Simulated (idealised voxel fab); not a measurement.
The process module that follows is named voxel plated lines.
It is cross-section cut that appears here, measuring 245 nm in width, its square cells being 5 nm in size.
Throughout this document, each cross-section is represented as a grid of square cells and is presented as a sequence of bands enumerated from the top downward, where a band comprises one or more rows of cells. Basically the band line says how high the top is and how high the bottom is, in nm, and then what's in it from left to right, every material with its width in nm. Empty space shows up as "blank", and if a single material carries "everywhere" it runs the full band edge to edge. Height 0 is the level under which the wafer as received is all one material. The lowest band goes on downwards, as in "0 -> down". A two-number width, for instance "30 to 40", indicates that the width is equal to the first number in the top row of the band and to the second number in the bottom row, and that it changes by a constant amount per row of cells. Where the words "same as before" appear for a step, the cross-section shows no cell changed by that step; every cell remained as before. "Fully closed voids" enumerates empty spaces isolated from the top, with no open way to it, that contain at least 8 cells, giving each as width x height at distance from the left edge, all three in nm. after a step's settings: what the simulator itself notes on the step. overlay nm: mask right of planned place by this much (step with mask). Neg. = left.

Planned process steps:
| 1 | RECEIVE | material Si |
| 2 | CONFORMAL_DEP | material SiN | thk nm 5 |
| 3 | DIRECTIONAL_DEP | material TiN | thk nm 5 |
| 4 | PATTERN | tone open | mask id LINES | material resist | width nm 15 | pitch nm 35 | thk nm 40 | overlay nm 0 |
| 5 | EPI | material Ru | thk nm 5 |
| 6 | EPI | material Ru | thk nm 5 |
| 7 | EPI | material Ru | thk nm 5 |
| 8 | STRIP | etch materials resist |
| 9 | DIRECTIONAL_ETCH | etch materials TiN | depth nm 5 |
| 10 | CONFORMAL_DEP | material SiN | thk nm 10 |
The wafers are alike at the start. At step 2, their thk nm differs. The plan lists the first wafer's value.

The first of several wafers, as received after step 1, seen in section:
    0 -> down  Si everywhere
    Fully closed voids: none

Cross-section of the first of several wafers once the module has run through its last step, step 10:
    35 -> 25  blank 70 nm, then SiN 105 nm, then blank 70 nm
    25 -> 15  blank 70 nm, then SiN 10 nm, then Ru 15 nm, then SiN 20 nm, then Ru 15 nm, then SiN 20 nm, then Ru 15 nm, then SiN 10 nm, then blank 70 nm
    15 -> 10  SiN 80 nm, then Ru 15 nm, then SiN 20 nm, then Ru 15 nm, then SiN 20 nm, then Ru 15 nm, then SiN 80 nm
    10 -> 5  SiN 80 nm, then TiN 15 nm, then SiN 20 nm, then TiN 15 nm, then SiN 20 nm, then TiN 15 nm, then SiN 80 nm
    5 -> 0  SiN everywhere
    0 -> down  Si everywhere
    Fully closed voids: none

Module end, final wafer: cross-section:
    60 -> 50  blank 70 nm, then SiN 105 nm, then blank 70 nm
    50 -> 40  blank 70 nm, then SiN 10 nm, then Ru 15 nm, then SiN 20 nm, then Ru 15 nm, then SiN 20 nm, then Ru 15 nm, then SiN 10 nm, then blank 70 nm
    40 -> 35  SiN 80 nm, then Ru 15 nm, then SiN 20 nm, then Ru 15 nm, then SiN 20 nm, then Ru 15 nm, then SiN 80 nm
    35 -> 30  SiN 80 nm, then TiN 15 nm, then SiN 20 nm, then TiN 15 nm, then SiN 20 nm, then TiN 15 nm, then SiN 80 nm
    30 -> 0  SiN everywhere
    0 -> down  Si everywhere
    Fully closed voids: none

Basically each wafer gets a line in the table, showing it at the end of the module: material by material, the cells it gained (+) or lost (-) since we got it, then its closed voids:
thk nm 5 | +27 Ru | +195 SiN | +9 TiN | Fully closed voids: none
thk nm 10 | +27 Ru | +244 SiN | +9 TiN | Fully closed voids: none
thk nm 15 | +27 Ru | +293 SiN | +9 TiN | Fully closed voids: none
thk nm 20 | +27 Ru | +342 SiN | +9 TiN | Fully closed voids: none
thk nm 25 | +27 Ru | +391 SiN | +9 TiN | Fully closed voids: none
thk nm 30 | +27 Ru | +440 SiN | +9 TiN | Fully closed voids: none
